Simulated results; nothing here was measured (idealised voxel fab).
process module | voxel wiring stack
cross-section cut | 260 nm wide | cells 5 nm
A cross-section is a grid of square cells, given in bands from the top down. A band is one or more rows of cells.
Each band's line starts with the height of the band's top and of its bottom, in nm. Then come its materials from left to right, each with its width in nm. One material with "throughout" fills the band from edge to edge. "air" is empty space.
Height 0 is the level under which the wafer as received is all one material. The lowest band goes on downwards, as in "0 down".
A width such as "30 to 40" changes by the same amount from each row of cells to the next, from the band's top row to its bottom row.
"no change" after a step means that no cell of the cross-section changed.
closed voids: empty space of 8 cells or more with no open way to the top, each as width x height at its distance from the left edge, in nm
after a step's settings: what the simulator itself notes on the step
overlay nm, on a step with a mask: how far to the right of its planned place the mask lay; to the left if negative
plan
1 op RECEIVE | material Si
2 op CONFORMAL_DEP | material SiO2 | thk nm 15
3 op CONFORMAL_DEP | material SiCN | thk nm 5
4 op DIRECTIONAL_DEP | material lowk | thk nm 25
5 op PATTERN | tone open | mask id METAL_1 | material resist | width nm 25 | pitch nm 40 | thk nm 15 | overlay nm 0
6 op DIRECTIONAL_ETCH | etch materials lowk | depth nm 25
7 op DIRECTIONAL_ETCH | etch materials SiCN | depth nm 5
8 op STRIP | etch materials resist
9 op CONFORMAL_DEP | material TiN | thk nm 5
10 op FILL_DEP | material Cu | thk nm 10
11 op CMP | height nm 45
12 op CONFORMAL_DEP | material SiCN | thk nm 5
13 op DIRECTIONAL_DEP | material lowk | thk nm 35
14 op PATTERN | tone open | mask id METAL_2_HOLES | material resist | width nm 15 | pitch nm 40 | thk nm 15 | overlay nm 0
15 op DIRECTIONAL_ETCH | etch materials lowk | depth nm 35
16 op STRIP | etch materials resist
17 op MASKED_ETCH | tone open | mask id METAL_2 | width nm 25 | pitch nm 40 | etch materials lowk | depth nm 20 | overlay nm 0
18 op MASKED_ETCH | tone open | mask id METAL_2 | width nm 25 | pitch nm 40 | etch materials SiCN | depth nm 5 | overlay nm 0
19 op CONFORMAL_DEP | material TiN | thk nm 5
20 op FILL_DEP | material Ru | thk nm 5
21 op CMP | height nm 85
22 op CONFORMAL_DEP | material SiCN | thk nm 5
23 op DIRECTIONAL_DEP | material lowk | thk nm 35
24 op DIRECTIONAL_DEP | material aC | thk nm 10
25 op PATTERN | tone open | mask id METAL_3 | material resist | width nm 25 | pitch nm 40 | thk nm 30 | overlay nm 0
26 op DIRECTIONAL_ETCH | etch materials aC | depth nm 10
27 op STRIP | etch materials resist
28 op DIRECTIONAL_ETCH | etch materials lowk | depth nm 20
29 op STRIP | etch materials aC
30 op DIRECTIONAL_DEP | material aC | thk nm 10
31 op PATTERN | tone open | mask id METAL_3_HOLES | material resist | width nm 15 | pitch nm 80 | thk nm 30 | overlay nm 0
32 op DIRECTIONAL_ETCH | etch materials aC | depth nm 10
33 op STRIP | etch materials resist
34 op DIRECTIONAL_ETCH | etch materials lowk | depth nm 15
35 op DIRECTIONAL_ETCH | etch materials SiCN | depth nm 5
36 op STRIP | etch materials aC
37 op CONFORMAL_DEP | material TiN | thk nm 5
38 op FILL_DEP | material Cu | thk nm 10
39 op CMP | height nm 125
40 op CONFORMAL_DEP | material SiCN | thk nm 5
41 op DIRECTIONAL_DEP | material lowk | thk nm 35
42 op PATTERN | tone open | mask id METAL_4_HOLES | material resist | width nm 15 | pitch nm 40 | thk nm 20 | overlay nm 0
43 op DIRECTIONAL_ETCH | etch materials lowk | depth nm 35
44 op STRIP | etch materials resist
45 op DIRECTIONAL_DEP | material aC | thk nm 10
46 op PATTERN | tone open | mask id METAL_4 | material resist | width nm 25 | pitch nm 40 | thk nm 30 | overlay nm 0
47 op DIRECTIONAL_ETCH | etch materials aC | depth nm 10
48 op STRIP | etch materials resist
49 op DIRECTIONAL_ETCH | etch materials lowk | depth nm 20
50 op DIRECTIONAL_ETCH | etch materials SiCN | depth nm 5
51 op STRIP | etch materials aC
52 op CONFORMAL_DEP | material TiN | thk nm 5
53 op FILL_DEP | material Cu | thk nm 10
54 op CMP | height nm 165
55 op CONFORMAL_DEP | material SiCN | thk nm 5
first wafer, as planned
as received, after step 1
  0 down: Si throughout
  closed voids: none
after step 2
  15 to 0: SiO2 throughout
  below 0: unchanged
after step 3
  20 to 15: SiCN throughout
  below 15: unchanged
after step 4
  45 to 20: lowk throughout
  below 20: unchanged
after step 5
  60 to 45: resist 75 | air 25 | resist 15 | air 25 | resist 15 | air 25 | resist 80
  below 45: unchanged
after step 6
  60 to 45: resist 75 | air 25 | resist 15 | air 25 | resist 15 | air 25 | resist 80
  45 to 20: lowk 75 | air 25 | lowk 15 | air 25 | lowk 15 | air 25 | lowk 80
  below 20: unchanged
after step 7
  60 to 45: resist 75 | air 25 | resist 15 | air 25 | resist 15 | air 25 | resist 80
  45 to 20: lowk 75 | air 25 | lowk 15 | air 25 | lowk 15 | air 25 | lowk 80
  20 to 15: SiCN 75 | air 25 | SiCN 15 | air 25 | SiCN 15 | air 25 | SiCN 80
  below 15: unchanged
after step 8
  45 to 20: lowk 75 | air 25 | lowk 15 | air 25 | lowk 15 | air 25 | lowk 80
  below 20: unchanged
after step 9
  50 to 45: TiN 80 | air 15 | TiN 25 | air 15 | TiN 25 | air 15 | TiN 85
  45 to 20: lowk 75 | TiN 5 | air 15 | TiN 5 | lowk 15 | TiN 5 | air 15 | TiN 5 | lowk 15 | TiN 5 | air 15 | TiN 5 | lowk 80
  20 to 15: SiCN 75 | TiN 25 | SiCN 15 | TiN 25 | SiCN 15 | TiN 25 | SiCN 80
  below 15: unchanged
after step 10
  60 to 50: Cu throughout
  50 to 45: TiN 80 | Cu 15 | TiN 25 | Cu 15 | TiN 25 | Cu 15 | TiN 85
  45 to 20: lowk 75 | TiN 5 | Cu 15 | TiN 5 | lowk 15 | TiN 5 | Cu 15 | TiN 5 | lowk 15 | TiN 5 | Cu 15 | TiN 5 | lowk 80
  below 20: unchanged
after step 11
  45 to 20: lowk 75 | TiN 5 | Cu 15 | TiN 5 | lowk 15 | TiN 5 | Cu 15 | TiN 5 | lowk 15 | TiN 5 | Cu 15 | TiN 5 | lowk 80
  below 20: unchanged
after step 12
  50 to 45: SiCN throughout
  below 45: unchanged
after step 13
  85 to 50: lowk throughout
  below 50: unchanged
after step 14
  100 to 85: resist 75 | air 15 | resist 25 | air 15 | resist 25 | air 15 | resist 90
  below 85: unchanged
after step 15
  100 to 85: resist 75 | air 15 | resist 25 | air 15 | resist 25 | air 15 | resist 90
  85 to 50: lowk 75 | air 15 | lowk 25 | air 15 | lowk 25 | air 15 | lowk 90
  below 50: unchanged
after step 16
  85 to 50: lowk 75 | air 15 | lowk 25 | air 15 | lowk 25 | air 15 | lowk 90
  below 50: unchanged
after step 17
  85 to 65: lowk 75 | air 25 | lowk 15 | air 25 | lowk 15 | air 25 | lowk 80
  below 65: unchanged
after step 18
  85 to 65: lowk 75 | air 25 | lowk 15 | air 25 | lowk 15 | air 25 | lowk 80
  65 to 50: lowk 75 | air 15 | lowk 25 | air 15 | lowk 25 | air 15 | lowk 90
  50 to 45: SiCN 75 | air 15 | SiCN 25 | air 15 | SiCN 25 | air 15 | SiCN 90
  below 45: unchanged
after step 19
  90 to 85: TiN 80 | air 15 | TiN 25 | air 15 | TiN 25 | air 15 | TiN 85
  85 to 70: lowk 75 | TiN 5 | air 15 | TiN 5 | lowk 15 | TiN 5 | air 15 | TiN 5 | lowk 15 | TiN 5 | air 15 | TiN 5 | lowk 80
  70 to 65: lowk 75 | TiN 5 | air 5 | TiN 15 | lowk 15 | TiN 5 | air 5 | TiN 15 | lowk 15 | TiN 5 | air 5 | TiN 15 | lowk 80
  65 to 50: lowk 75 | TiN 5 | air 5 | TiN 5 | lowk 25 | TiN 5 | air 5 | TiN 5 | lowk 25 | TiN 5 | air 5 | TiN 5 | lowk 90
  50 to 45: SiCN 75 | TiN 15 | SiCN 25 | TiN 15 | SiCN 25 | TiN 15 | SiCN 90
  below 45: unchanged
after step 20
  95 to 90: Ru throughout
  90 to 85: TiN 80 | Ru 15 | TiN 25 | Ru 15 | TiN 25 | Ru 15 | TiN 85
  85 to 70: lowk 75 | TiN 5 | Ru 15 | TiN 5 | lowk 15 | TiN 5 | Ru 15 | TiN 5 | lowk 15 | TiN 5 | Ru 15 | TiN 5 | lowk 80
  70 to 65: lowk 75 | TiN 5 | Ru 5 | TiN 15 | lowk 15 | TiN 5 | Ru 5 | TiN 15 | lowk 15 | TiN 5 | Ru 5 | TiN 15 | lowk 80
  65 to 50: lowk 75 | TiN 5 | Ru 5 | TiN 5 | lowk 25 | TiN 5 | Ru 5 | TiN 5 | lowk 25 | TiN 5 | Ru 5 | TiN 5 | lowk 90
  below 50: unchanged
after step 21
  85 to 70: lowk 75 | TiN 5 | Ru 15 | TiN 5 | lowk 15 | TiN 5 | Ru 15 | TiN 5 | lowk 15 | TiN 5 | Ru 15 | TiN 5 | lowk 80
  below 70: unchanged
after step 22
  90 to 85: SiCN throughout
  below 85: unchanged
after step 23
  125 to 90: lowk throughout
  below 90: unchanged
after step 24
  135 to 125: aC throughout
  below 125: unchanged
after step 25
  165 to 135: resist 75 | air 25 | resist 15 | air 25 | resist 15 | air 25 | resist 80
  below 135: unchanged
after step 26
  155 to 135: resist 75 | air 25 | resist 15 | air 25 | resist 15 | air 25 | resist 80
  135 to 125: aC 75 | air 25 | aC 15 | air 25 | aC 15 | air 25 | aC 80
  below 125: unchanged
after step 27
  135 to 125: aC 75 | air 25 | aC 15 | air 25 | aC 15 | air 25 | aC 80
  below 125: unchanged
after step 28
  135 to 125: aC 75 | air 25 | aC 15 | air 25 | aC 15 | air 25 | aC 80
  125 to 105: lowk 75 | air 25 | lowk 15 | air 25 | lowk 15 | air 25 | lowk 80
  below 105: unchanged
after step 29
  125 to 105: lowk 75 | air 25 | lowk 15 | air 25 | lowk 15 | air 25 | lowk 80
  below 105: unchanged
after step 30
  135 to 125: aC 75 | air 25 | aC 15 | air 25 | aC 15 | air 25 | aC 80
  125 to 115: lowk 75 | air 25 | lowk 15 | air 25 | lowk 15 | air 25 | lowk 80
  115 to 105: lowk 75 | aC 25 | lowk 15 | aC 25 | lowk 15 | aC 25 | lowk 80
  below 105: unchanged
after step 31
  165 to 135: resist 75 | air 15 | resist 65 | air 15 | resist 90
  135 to 125: aC 75 | air 15 | resist 10 | aC 15 | resist 25 | aC 15 | air 15 | resist 10 | aC 80
  125 to 115: lowk 75 | air 15 | resist 10 | lowk 15 | resist 25 | lowk 15 | air 15 | resist 10 | lowk 80
  below 115: unchanged
after step 32
  155 to 135: resist 75 | air 15 | resist 65 | air 15 | resist 90
  135 to 125: aC 75 | air 15 | resist 10 | aC 15 | resist 25 | aC 15 | air 15 | resist 10 | aC 80
  125 to 115: lowk 75 | air 15 | resist 10 | lowk 15 | resist 25 | lowk 15 | air 15 | resist 10 | lowk 80
  115 to 105: lowk 75 | air 15 | aC 10 | lowk 15 | aC 25 | lowk 15 | air 15 | aC 10 | lowk 80
  below 105: unchanged
after step 33
  135 to 125: aC 75 | air 25 | aC 15 | air 25 | aC 15 | air 25 | aC 80
  125 to 115: lowk 75 | air 25 | lowk 15 | air 25 | lowk 15 | air 25 | lowk 80
  below 115: unchanged
after step 34
  135 to 125: aC 75 | air 25 | aC 15 | air 25 | aC 15 | air 25 | aC 80
  125 to 115: lowk 75 | air 25 | lowk 15 | air 25 | lowk 15 | air 25 | lowk 80
  115 to 105: lowk 75 | air 15 | aC 10 | lowk 15 | aC 25 | lowk 15 | air 15 | aC 10 | lowk 80
  105 to 90: lowk 75 | air 15 | lowk 65 | air 15 | lowk 90
  below 90: unchanged
after step 35
  135 to 125: aC 75 | air 25 | aC 15 | air 25 | aC 15 | air 25 | aC 80
  125 to 115: lowk 75 | air 25 | lowk 15 | air 25 | lowk 15 | air 25 | lowk 80
  115 to 105: lowk 75 | air 15 | aC 10 | lowk 15 | aC 25 | lowk 15 | air 15 | aC 10 | lowk 80
  105 to 90: lowk 75 | air 15 | lowk 65 | air 15 | lowk 90
  90 to 85: SiCN 75 | air 15 | SiCN 65 | air 15 | SiCN 90
  below 85: unchanged
after step 36
  125 to 105: lowk 75 | air 25 | lowk 15 | air 25 | lowk 15 | air 25 | lowk 80
  below 105: unchanged
after step 37
  130 to 125: TiN 80 | air 15 | TiN 25 | air 15 | TiN 25 | air 15 | TiN 85
  125 to 110: lowk 75 | TiN 5 | air 15 | TiN 5 | lowk 15 | TiN 5 | air 15 | TiN 5 | lowk 15 | TiN 5 | air 15 | TiN 5 | lowk 80
  110 to 105: lowk 75 | TiN 5 | air 5 | TiN 15 | lowk 15 | TiN 25 | lowk 15 | TiN 5 | air 5 | TiN 15 | lowk 80
  105 to 90: lowk 75 | TiN 5 | air 5 | TiN 5 | lowk 65 | TiN 5 | air 5 | TiN 5 | lowk 90
  90 to 85: SiCN 75 | TiN 15 | SiCN 65 | TiN 15 | SiCN 90
  below 85: unchanged
after step 38
  140 to 130: Cu throughout
  130 to 125: TiN 80 | Cu 15 | TiN 25 | Cu 15 | TiN 25 | Cu 15 | TiN 85
  125 to 110: lowk 75 | TiN 5 | Cu 15 | TiN 5 | lowk 15 | TiN 5 | Cu 15 | TiN 5 | lowk 15 | TiN 5 | Cu 15 | TiN 5 | lowk 80
  110 to 105: lowk 75 | TiN 5 | Cu 5 | TiN 15 | lowk 15 | TiN 25 | lowk 15 | TiN 5 | Cu 5 | TiN 15 | lowk 80
  105 to 90: lowk 75 | TiN 5 | Cu 5 | TiN 5 | lowk 65 | TiN 5 | Cu 5 | TiN 5 | lowk 90
  below 90: unchanged
after step 39
  125 to 110: lowk 75 | TiN 5 | Cu 15 | TiN 5 | lowk 15 | TiN 5 | Cu 15 | TiN 5 | lowk 15 | TiN 5 | Cu 15 | TiN 5 | lowk 80
  below 110: unchanged
after step 40
  130 to 125: SiCN throughout
  below 125: unchanged
after step 41
  165 to 130: lowk throughout
  below 130: unchanged
after step 42
  185 to 165: resist 75 | air 15 | resist 25 | air 15 | resist 25 | air 15 | resist 90
  below 165: unchanged
after step 43
  185 to 165: resist 75 | air 15 | resist 25 | air 15 | resist 25 | air 15 | resist 90
  165 to 130: lowk 75 | air 15 | lowk 25 | air 15 | lowk 25 | air 15 | lowk 90
  below 130: unchanged
after step 44
  165 to 130: lowk 75 | air 15 | lowk 25 | air 15 | lowk 25 | air 15 | lowk 90
  below 130: unchanged
after step 45
  175 to 165: aC 75 | air 15 | aC 25 | air 15 | aC 25 | air 15 | aC 90
  165 to 140: lowk 75 | air 15 | lowk 25 | air 15 | lowk 25 | air 15 | lowk 90
  140 to 130: lowk 75 | aC 15 | lowk 25 | aC 15 | lowk 25 | aC 15 | lowk 90
  below 130: unchanged
after step 46
  205 to 175: resist 75 | air 25 | resist 15 | air 25 | resist 15 | air 25 | resist 80
  below 175: unchanged
after step 47
  195 to 175: resist 75 | air 25 | resist 15 | air 25 | resist 15 | air 25 | resist 80
  175 to 165: aC 75 | air 25 | aC 15 | air 25 | aC 15 | air 25 | aC 80
  165 to 130: lowk 75 | air 15 | lowk 25 | air 15 | lowk 25 | air 15 | lowk 90
  below 130: unchanged
after step 48
  175 to 165: aC 75 | air 25 | aC 15 | air 25 | aC 15 | air 25 | aC 80
  below 165: unchanged
after step 49
  175 to 165: aC 75 | air 25 | aC 15 | air 25 | aC 15 | air 25 | aC 80
  165 to 145: lowk 75 | air 25 | lowk 15 | air 25 | lowk 15 | air 25 | lowk 80
  below 145: unchanged
after step 50
  175 to 165: aC 75 | air 25 | aC 15 | air 25 | aC 15 | air 25 | aC 80
  165 to 145: lowk 75 | air 25 | lowk 15 | air 25 | lowk 15 | air 25 | lowk 80
  145 to 130: lowk 75 | air 15 | lowk 25 | air 15 | lowk 25 | air 15 | lowk 90
  130 to 125: SiCN 75 | air 15 | SiCN 25 | air 15 | SiCN 25 | air 15 | SiCN 90
  below 125: unchanged
after step 51
  165 to 145: lowk 75 | air 25 | lowk 15 | air 25 | lowk 15 | air 25 | lowk 80
  below 145: unchanged
after step 52
  170 to 165: TiN 80 | air 15 | TiN 25 | air 15 | TiN 25 | air 15 | TiN 85
  165 to 150: lowk 75 | TiN 5 | air 15 | TiN 5 | lowk 15 | TiN 5 | air 15 | TiN 5 | lowk 15 | TiN 5 | air 15 | TiN 5 | lowk 80
  150 to 145: lowk 75 | TiN 5 | air 5 | TiN 15 | lowk 15 | TiN 5 | air 5 | TiN 15 | lowk 15 | TiN 5 | air 5 | TiN 15 | lowk 80
  145 to 130: lowk 75 | TiN 5 | air 5 | TiN 5 | lowk 25 | TiN 5 | air 5 | TiN 5 | lowk 25 | TiN 5 | air 5 | TiN 5 | lowk 90
  130 to 125: SiCN 75 | TiN 15 | SiCN 25 | TiN 15 | SiCN 25 | TiN 15 | SiCN 90
  below 125: unchanged
after step 53
  180 to 170: Cu throughout
  170 to 165: TiN 80 | Cu 15 | TiN 25 | Cu 15 | TiN 25 | Cu 15 | TiN 85
  165 to 150: lowk 75 | TiN 5 | Cu 15 | TiN 5 | lowk 15 | TiN 5 | Cu 15 | TiN 5 | lowk 15 | TiN 5 | Cu 15 | TiN 5 | lowk 80
  150 to 145: lowk 75 | TiN 5 | Cu 5 | TiN 15 | lowk 15 | TiN 5 | Cu 5 | TiN 15 | lowk 15 | TiN 5 | Cu 5 | TiN 15 | lowk 80
  145 to 130: lowk 75 | TiN 5 | Cu 5 | TiN 5 | lowk 25 | TiN 5 | Cu 5 | TiN 5 | lowk 25 | TiN 5 | Cu 5 | TiN 5 | lowk 90
  below 130: unchanged
after step 54
  165 to 150: lowk 75 | TiN 5 | Cu 15 | TiN 5 | lowk 15 | TiN 5 | Cu 15 | TiN 5 | lowk 15 | TiN 5 | Cu 15 | TiN 5 | lowk 80
  below 150: unchanged
after step 55
  170 to 165: SiCN throughout
  below 165: unchanged
second wafer: like start, like plan, one mistake. Through step 20 it matches the first wafer
when step 21 should have ended
  80 to 70: lowk 75 | TiN 5 | Ru 15 | TiN 5 | lowk 15 | TiN 5 | Ru 15 | TiN 5 | lowk 15 | TiN 5 | Ru 15 | TiN 5 | lowk 80
  below 70: unchanged
when step 22 should have ended
  85 to 80: SiCN throughout
  below 80: unchanged
when step 23 should have ended
  120 to 85: lowk throughout
  below 85: unchanged
when step 24 should have ended
  130 to 120: aC throughout
  below 120: unchanged
when step 25 should have ended
  160 to 130: resist 75 | air 25 | resist 15 | air 25 | resist 15 | air 25 | resist 80
  below 130: unchanged
when step 26 should have ended
  150 to 130: resist 75 | air 25 | resist 15 | air 25 | resist 15 | air 25 | resist 80
  130 to 120: aC 75 | air 25 | aC 15 | air 25 | aC 15 | air 25 | aC 80
  below 120: unchanged
when step 27 should have ended
  130 to 120: aC 75 | air 25 | aC 15 | air 25 | aC 15 | air 25 | aC 80
  below 120: unchanged
when step 28 should have ended
  130 to 120: aC 75 | air 25 | aC 15 | air 25 | aC 15 | air 25 | aC 80
  120 to 100: lowk 75 | air 25 | lowk 15 | air 25 | lowk 15 | air 25 | lowk 80
  below 100: unchanged
when step 29 should have ended
  120 to 100: lowk 75 | air 25 | lowk 15 | air 25 | lowk 15 | air 25 | lowk 80
  below 100: unchanged
when step 30 should have ended
  130 to 120: aC 75 | air 25 | aC 15 | air 25 | aC 15 | air 25 | aC 80
  120 to 110: lowk 75 | air 25 | lowk 15 | air 25 | lowk 15 | air 25 | lowk 80
  110 to 100: lowk 75 | aC 25 | lowk 15 | aC 25 | lowk 15 | aC 25 | lowk 80
  below 100: unchanged
when step 31 should have ended
  160 to 130: resist 75 | air 15 | resist 65 | air 15 | resist 90
  130 to 120: aC 75 | air 15 | resist 10 | aC 15 | resist 25 | aC 15 | air 15 | resist 10 | aC 80
  120 to 110: lowk 75 | air 15 | resist 10 | lowk 15 | resist 25 | lowk 15 | air 15 | resist 10 | lowk 80
  below 110: unchanged
when step 32 should have ended
  150 to 130: resist 75 | air 15 | resist 65 | air 15 | resist 90
  130 to 120: aC 75 | air 15 | resist 10 | aC 15 | resist 25 | aC 15 | air 15 | resist 10 | aC 80
  120 to 110: lowk 75 | air 15 | resist 10 | lowk 15 | resist 25 | lowk 15 | air 15 | resist 10 | lowk 80
  110 to 100: lowk 75 | air 15 | aC 10 | lowk 15 | aC 25 | lowk 15 | air 15 | aC 10 | lowk 80
  below 100: unchanged
when step 33 should have ended
  130 to 120: aC 75 | air 25 | aC 15 | air 25 | aC 15 | air 25 | aC 80
  120 to 110: lowk 75 | air 25 | lowk 15 | air 25 | lowk 15 | air 25 | lowk 80
  below 110: unchanged
when step 34 should have ended
  130 to 120: aC 75 | air 25 | aC 15 | air 25 | aC 15 | air 25 | aC 80
  120 to 110: lowk 75 | air 25 | lowk 15 | air 25 | lowk 15 | air 25 | lowk 80
  110 to 100: lowk 75 | air 15 | aC 10 | lowk 15 | aC 25 | lowk 15 | air 15 | aC 10 | lowk 80
  100 to 85: lowk 75 | air 15 | lowk 65 | air 15 | lowk 90
  below 85: unchanged
when step 35 should have ended
  130 to 120: aC 75 | air 25 | aC 15 | air 25 | aC 15 | air 25 | aC 80
  120 to 110: lowk 75 | air 25 | lowk 15 | air 25 | lowk 15 | air 25 | lowk 80
  110 to 100: lowk 75 | air 15 | aC 10 | lowk 15 | aC 25 | lowk 15 | air 15 | aC 10 | lowk 80
  100 to 85: lowk 75 | air 15 | lowk 65 | air 15 | lowk 90
  85 to 80: SiCN 75 | air 15 | SiCN 65 | air 15 | SiCN 90
  below 80: unchanged
when step 36 should have ended
  120 to 100: lowk 75 | air 25 | lowk 15 | air 25 | lowk 15 | air 25 | lowk 80
  below 100: unchanged
when step 37 should have ended
  125 to 120: TiN 80 | air 15 | TiN 25 | air 15 | TiN 25 | air 15 | TiN 85
  120 to 105: lowk 75 | TiN 5 | air 15 | TiN 5 | lowk 15 | TiN 5 | air 15 | TiN 5 | lowk 15 | TiN 5 | air 15 | TiN 5 | lowk 80
  105 to 100: lowk 75 | TiN 5 | air 5 | TiN 15 | lowk 15 | TiN 25 | lowk 15 | TiN 5 | air 5 | TiN 15 | lowk 80
  100 to 85: lowk 75 | TiN 5 | air 5 | TiN 5 | lowk 65 | TiN 5 | air 5 | TiN 5 | lowk 90
  85 to 80: SiCN 75 | TiN 15 | SiCN 65 | TiN 15 | SiCN 90
  below 80: unchanged
when step 38 should have ended
  135 to 125: Cu throughout
  125 to 120: TiN 80 | Cu 15 | TiN 25 | Cu 15 | TiN 25 | Cu 15 | TiN 85
  120 to 105: lowk 75 | TiN 5 | Cu 15 | TiN 5 | lowk 15 | TiN 5 | Cu 15 | TiN 5 | lowk 15 | TiN 5 | Cu 15 | TiN 5 | lowk 80
  105 to 100: lowk 75 | TiN 5 | Cu 5 | TiN 15 | lowk 15 | TiN 25 | lowk 15 | TiN 5 | Cu 5 | TiN 15 | lowk 80
  100 to 85: lowk 75 | TiN 5 | Cu 5 | TiN 5 | lowk 65 | TiN 5 | Cu 5 | TiN 5 | lowk 90
  below 85: unchanged
when step 39 should have ended
  125 to 120: TiN 80 | Cu 15 | TiN 25 | Cu 15 | TiN 25 | Cu 15 | TiN 85
  below 120: unchanged
when step 40 should have ended
  130 to 125: SiCN throughout
  below 125: unchanged
when step 41 should have ended
  165 to 130: lowk throughout
  below 130: unchanged
when step 42 should have ended
  185 to 165: resist 75 | air 15 | resist 25 | air 15 | resist 25 | air 15 | resist 90
  below 165: unchanged
when step 43 should have ended
  185 to 165: resist 75 | air 15 | resist 25 | air 15 | resist 25 | air 15 | resist 90
  165 to 130: lowk 75 | air 15 | lowk 25 | air 15 | lowk 25 | air 15 | lowk 90
  below 130: unchanged
when step 44 should have ended
  165 to 130: lowk 75 | air 15 | lowk 25 | air 15 | lowk 25 | air 15 | lowk 90
  below 130: unchanged
when step 45 should have ended
  175 to 165: aC 75 | air 15 | aC 25 | air 15 | aC 25 | air 15 | aC 90
  165 to 140: lowk 75 | air 15 | lowk 25 | air 15 | lowk 25 | air 15 | lowk 90
  140 to 130: lowk 75 | aC 15 | lowk 25 | aC 15 | lowk 25 | aC 15 | lowk 90
  below 130: unchanged
when step 46 should have ended
  205 to 175: resist 75 | air 25 | resist 15 | air 25 | resist 15 | air 25 | resist 80
  below 175: unchanged
when step 47 should have ended
  195 to 175: resist 75 | air 25 | resist 15 | air 25 | resist 15 | air 25 | resist 80
  175 to 165: aC 75 | air 25 | aC 15 | air 25 | aC 15 | air 25 | aC 80
  165 to 130: lowk 75 | air 15 | lowk 25 | air 15 | lowk 25 | air 15 | lowk 90
  below 130: unchanged
when step 48 should have ended
  175 to 165: aC 75 | air 25 | aC 15 | air 25 | aC 15 | air 25 | aC 80
  below 165: unchanged
when step 49 should have ended
  175 to 165: aC 75 | air 25 | aC 15 | air 25 | aC 15 | air 25 | aC 80
  165 to 145: lowk 75 | air 25 | lowk 15 | air 25 | lowk 15 | air 25 | lowk 80
  below 145: unchanged
when step 50 should have ended
  175 to 165: aC 75 | air 25 | aC 15 | air 25 | aC 15 | air 25 | aC 80
  165 to 145: lowk 75 | air 25 | lowk 15 | air 25 | lowk 15 | air 25 | lowk 80
  145 to 130: lowk 75 | air 15 | lowk 25 | air 15 | lowk 25 | air 15 | lowk 90
  130 to 125: SiCN 75 | air 15 | SiCN 25 | air 15 | SiCN 25 | air 15 | SiCN 90
  below 125: unchanged
when step 51 should have ended
  165 to 145: lowk 75 | air 25 | lowk 15 | air 25 | lowk 15 | air 25 | lowk 80
  below 145: unchanged
when step 52 should have ended
  170 to 165: TiN 80 | air 15 | TiN 25 | air 15 | TiN 25 | air 15 | TiN 85
  165 to 150: lowk 75 | TiN 5 | air 15 | TiN 5 | lowk 15 | TiN 5 | air 15 | TiN 5 | lowk 15 | TiN 5 | air 15 | TiN 5 | lowk 80
  150 to 145: lowk 75 | TiN 5 | air 5 | TiN 15 | lowk 15 | TiN 5 | air 5 | TiN 15 | lowk 15 | TiN 5 | air 5 | TiN 15 | lowk 80
  145 to 130: lowk 75 | TiN 5 | air 5 | TiN 5 | lowk 25 | TiN 5 | air 5 | TiN 5 | lowk 25 | TiN 5 | air 5 | TiN 5 | lowk 90
  130 to 125: SiCN 75 | TiN 15 | SiCN 25 | TiN 15 | SiCN 25 | TiN 15 | SiCN 90
  below 125: unchanged
when step 53 should have ended
  180 to 170: Cu throughout
  170 to 165: TiN 80 | Cu 15 | TiN 25 | Cu 15 | TiN 25 | Cu 15 | TiN 85
  165 to 150: lowk 75 | TiN 5 | Cu 15 | TiN 5 | lowk 15 | TiN 5 | Cu 15 | TiN 5 | lowk 15 | TiN 5 | Cu 15 | TiN 5 | lowk 80
  150 to 145: lowk 75 | TiN 5 | Cu 5 | TiN 15 | lowk 15 | TiN 5 | Cu 5 | TiN 15 | lowk 15 | TiN 5 | Cu 5 | TiN 15 | lowk 80
  145 to 130: lowk 75 | TiN 5 | Cu 5 | TiN 5 | lowk 25 | TiN 5 | Cu 5 | TiN 5 | lowk 25 | TiN 5 | Cu 5 | TiN 5 | lowk 90
  below 130: unchanged
when step 54 should have ended
  165 to 150: lowk 75 | TiN 5 | Cu 15 | TiN 5 | lowk 15 | TiN 5 | Cu 15 | TiN 5 | lowk 15 | TiN 5 | Cu 15 | TiN 5 | lowk 80
  below 150: unchanged
when step 55 should have ended
  170 to 165: SiCN throughout
  below 165: unchanged
what went wrong: step 21 ran as: op CMP | height nm 80
at the end the second wafer has, in cells: 9 more of Cu | 9 fewer of Ru | 37 more of TiN | 37 fewer of lowk
